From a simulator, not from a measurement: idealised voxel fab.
The following process module bears the name voxel ribs on slabs.
Displayed cross-section: cut, width of 240 nm, square cells sized 5 nm.
A cross-section is written here as square cells arranged in a grid, and it is given in bands from the top down, each band taking up one or more rows of cells. The entry gives the band's vertical extent as a top height and a bottom height in nm, then its horizontal make-up as materials from left to right, each with a width in nm. "air" stands for empty space; a single material marked "everywhere" fills the band edge to edge. Measure heights from 0. That's the level where, below it, the as-received wafer is all one material. The lowest band is bottomless and extends downward; write it as in "0..down". Read "30..40" as a graded width: first number on top, second number at the bottom, same change between each pair of neighbouring rows. Step marked "same as before"? Then no cell in the cross-section changed in it. The label "Closed internal voids" introduces a list of the empty spaces, 8 cells or larger, that have no open way up to the top; each entry in it reads width x height at distance, where the distance is taken from the left edge and all three are stated in nm. Formally, on a step line, whatever follows the settings is a remark that the simulator itself makes on the step. overlay nm: where the mask lay relative to plan, measured to the right, on steps with a mask; negatives go left.
### Here's what the planned process steps look like
1. RECEIVE (material Si)
2. DIRECTIONAL_DEP (material SiO2; thk nm 30)
3. DIRECTIONAL_DEP (material SiN; thk nm 20)
4. MASKED_ETCH (tone cover; mask id RIB; width nm 25; etch materials SiN; depth nm 5; overlay nm 0)
5. PATTERN (tone cover; mask id SLAB; material resist; width nm 65; thk nm 20; overlay nm 0)
6. DIRECTIONAL_ETCH (etch materials SiN; depth nm 15)
7. STRIP (etch materials resist)
8. FILL_DEP (material SiO2; thk nm 15)
9. CMP (height nm 60)
10. DIRECTIONAL_DEP (material TiN; thk nm 5)
11. DIRECTIONAL_DEP (material aC; thk nm 10)
12. PATTERN (tone cover; mask id HEATER; material resist; width nm 35; thk nm 25; overlay nm 0)
13. DIRECTIONAL_ETCH (etch materials aC; depth nm 10)
14. STRIP (etch materials resist)
15. DIRECTIONAL_ETCH (etch materials TiN; depth nm 5)
16. STRIP (etch materials aC)
17. CONFORMAL_DEP (material SiO2; thk nm 10)
### The following pertains to the first of two wafers, which was processed as planned
### Delivered wafer in cross-section: state after step 1
- 0..down | Si everywhere
- Closed internal voids: none
### Cross-sectional representation of the wafer at the conclusion of step 2
- 30..0 | SiO2 everywhere
- Heights below 0 show no change.
### Cross-sectional representation of the wafer at the conclusion of step 3
- 50..30 | SiN everywhere
- Heights below 30 show no change.
### Cross-sectional representation of the wafer at the conclusion of step 4
- 50..45 | 105 nm air; 25 nm SiN; 110 nm air
- Heights below 45 show no change.
### Cross-sectional representation of the wafer at the conclusion of step 5
- 70..50 | 85 nm air; 65 nm resist; 90 nm air
- 50..45 | 85 nm air; 20 nm resist; 25 nm SiN; 20 nm resist; 90 nm air
- Heights below 45 show no change.
### Cross-sectional representation of the wafer at the conclusion of step 6
- 70..50 | 85 nm air; 65 nm resist; 90 nm air
- 50..45 | 85 nm air; 20 nm resist; 25 nm SiN; 20 nm resist; 90 nm air
- 45..30 | 85 nm air; 65 nm SiN; 90 nm air
- Heights below 30 show no change.
### Cross-sectional representation of the wafer at the conclusion of step 7
- 50..45 | 105 nm air; 25 nm SiN; 110 nm air
- Heights below 45 show no change.
### Cross-sectional representation of the wafer at the conclusion of step 8
- 65..50 | SiO2 everywhere
- 50..45 | 105 nm SiO2; 25 nm SiN; 110 nm SiO2
- 45..30 | 85 nm SiO2; 65 nm SiN; 90 nm SiO2
- Heights below 30 show no change.
### Cross-sectional representation of the wafer at the conclusion of step 9
- 60..50 | SiO2 everywhere
- Heights below 50 show no change.
### Cross-sectional representation of the wafer at the conclusion of step 10
- 65..60 | TiN everywhere
- Heights below 60 show no change.
### Cross-sectional representation of the wafer at the conclusion of step 11
- 75..65 | aC everywhere
- Heights below 65 show no change.
### Cross-sectional representation of the wafer at the conclusion of step 12
- 100..75 | 100 nm air; 35 nm resist; 105 nm air
- Heights below 75 show no change.
### Cross-sectional representation of the wafer at the conclusion of step 13
- 90..75 | 100 nm air; 35 nm resist; 105 nm air
- 75..65 | 100 nm air; 35 nm aC; 105 nm air
- Heights below 65 show no change.
### Cross-sectional representation of the wafer at the conclusion of step 14
- 75..65 | 100 nm air; 35 nm aC; 105 nm air
- Heights below 65 show no change.
### Cross-sectional representation of the wafer at the conclusion of step 15
- 75..65 | 100 nm air; 35 nm aC; 105 nm air
- 65..60 | 100 nm air; 35 nm TiN; 105 nm air
- Heights below 60 show no change.
### Cross-sectional representation of the wafer at the conclusion of step 16
- 65..60 | 100 nm air; 35 nm TiN; 105 nm air
- Heights below 60 show no change.
### Cross-sectional representation of the wafer at the conclusion of step 17
- 75..70 | 90 nm air; 55 nm SiO2; 95 nm air
- 70..65 | SiO2 everywhere
- 65..60 | 100 nm SiO2; 35 nm TiN; 105 nm SiO2
- Heights below 60 show no change.
### Wafer two: like wafer one in start and plan, but with one mistake in execution; identical up to and including step 4
### Second wafer: cross-section at the scheduled end of step 5
- 70..50 | 80 nm air; 65 nm resist; 95 nm air
- 50..45 | 80 nm air; 25 nm resist; 25 nm SiN; 15 nm resist; 95 nm air
- Heights below 45 show no change.
### Second wafer: cross-section at the scheduled end of step 6
- 70..50 | 80 nm air; 65 nm resist; 95 nm air
- 50..45 | 80 nm air; 25 nm resist; 25 nm SiN; 15 nm resist; 95 nm air
- 45..30 | 80 nm air; 65 nm SiN; 95 nm air
- Heights below 30 show no change.
### Second wafer: cross-section at the scheduled end of step 7
- 50..45 | 105 nm air; 25 nm SiN; 110 nm air
- Heights below 45 show no change.
### Second wafer: cross-section at the scheduled end of step 8
- 65..50 | SiO2 everywhere
- 50..45 | 105 nm SiO2; 25 nm SiN; 110 nm SiO2
- 45..30 | 80 nm SiO2; 65 nm SiN; 95 nm SiO2
- Heights below 30 show no change.
### Second wafer: cross-section at the scheduled end of step 9
- 60..50 | SiO2 everywhere
- Heights below 50 show no change.
### Second wafer: cross-section at the scheduled end of step 10
- 65..60 | TiN everywhere
- Heights below 60 show no change.
### Second wafer: cross-section at the scheduled end of step 11
- 75..65 | aC everywhere
- Heights below 65 show no change.
### Second wafer: cross-section at the scheduled end of step 12
- 100..75 | 100 nm air; 35 nm resist; 105 nm air
- Heights below 75 show no change.
### Second wafer: cross-section at the scheduled end of step 13
- 90..75 | 100 nm air; 35 nm resist; 105 nm air
- 75..65 | 100 nm air; 35 nm aC; 105 nm air
- Heights below 65 show no change.
### Second wafer: cross-section at the scheduled end of step 14
- 75..65 | 100 nm air; 35 nm aC; 105 nm air
- Heights below 65 show no change.
### Second wafer: cross-section at the scheduled end of step 15
- 75..65 | 100 nm air; 35 nm aC; 105 nm air
- 65..60 | 100 nm air; 35 nm TiN; 105 nm air
- Heights below 60 show no change.
### Second wafer: cross-section at the scheduled end of step 16
- 65..60 | 100 nm air; 35 nm TiN; 105 nm air
- Heights below 60 show no change.
### Second wafer: cross-section at the scheduled end of step 17
- 75..70 | 90 nm air; 55 nm SiO2; 95 nm air
- 70..65 | SiO2 everywhere
- 65..60 | 100 nm SiO2; 35 nm TiN; 105 nm SiO2
- Heights below 60 show no change.
Processing error: so step 5 ended up running with a different setting than we planned, it ran as PATTERN (tone cover; mask id SLAB; material resist; width nm 65; thk nm 20; overlay nm -5)
Heads up: at the end the two wafers have identical cell counts per material, they're just laid out differently.
